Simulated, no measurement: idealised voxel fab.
The following is a process module called voxel released beams.
Shown is cross-section cut, with a width of 300 nm and square cells of size 5 nm.
Notation: cross-section as square-cell grid; stated in bands, top first, going down; one or more cell rows per band.
Band entry format. Leading values: height of top, height of bottom, nm. Remainder: materials in left-to-right order, each with its width in nm. Special words: "everywhere" on a single material, which then fills the band edge to edge; "air", empty space.
We count height from 0. Below that, the starting wafer is all one material. The lowest band never ends at the bottom but goes on down; see "top 0, no bottom" for how that is written.
A width given as "30..40" starts at the first number in the band's top row and ends at the second number in its bottom row, shifting by an equal amount at every step from row to row.
Basically "remains unaltered" means that step didn't change any cell in the cross-section.
Empty spaces without an open route to the top, at least 8 cells in extent, make up the entry "Closed internal voids"; each is given as width x height at distance, where the distance is measured from the left edge, and all are in nm.
Anything after a step's settings on that line? It's the simulator's own note about the step.
You can add "overlay nm" to a step's line. For a step with a mask, it describes how far the mask lay to the right of its planned position, and a negative number describes a lay to the left.
Process steps foreseen in the plan:
1 op RECEIVE | material Si
2 op CONFORMAL_DEP | material SiN | thk nm 10
3 op DIRECTIONAL_DEP | material SiO2 | thk nm 20
4 op MASKED_ETCH | tone open | mask id ANCHOR | width nm 40 | etch materials SiO2 | depth nm 20 | overlay nm -15
5 op CONFORMAL_DEP | material W | thk nm 15
6 op DIRECTIONAL_DEP | material aC | thk nm 15
7 op PATTERN | tone cover | mask id BEAM | material resist | width nm 100 | thk nm 30 | overlay nm 0
8 op DIRECTIONAL_ETCH | etch materials aC | depth nm 15
9 op STRIP | etch materials resist
10 op DIRECTIONAL_ETCH | etch materials W | depth nm 15
11 op STRIP | etch materials aC
12 op STRIP | etch materials SiO2
Wafer-to-wafer difference: overlay nm, step 4. Common start. Plan = first wafer's value.
first wafer as received, after step 1:
  top 0, no bottom | Si everywhere
  Closed internal voids: none
Note: the following table is arranged by wafer, a row apiece. Each row reports the end-of-module state: per material, cells gained (+) or cells lost (-) compared with the wafer as received; closed voids follow:
overlay nm -15; +120 SiN; +84 W; Closed internal voids: none
overlay nm -10; +120 SiN; +84 W; Closed internal voids: none
overlay nm -5; +120 SiN; +84 W; Closed internal voids: none
overlay nm 0; +120 SiN; +84 W; Closed internal voids: none
overlay nm 5; +120 SiN; +84 W; Closed internal voids: none
overlay nm 10; +120 SiN; +84 W; Closed internal voids: none
overlay nm 15; +120 SiN; +84 W; Closed internal voids: none
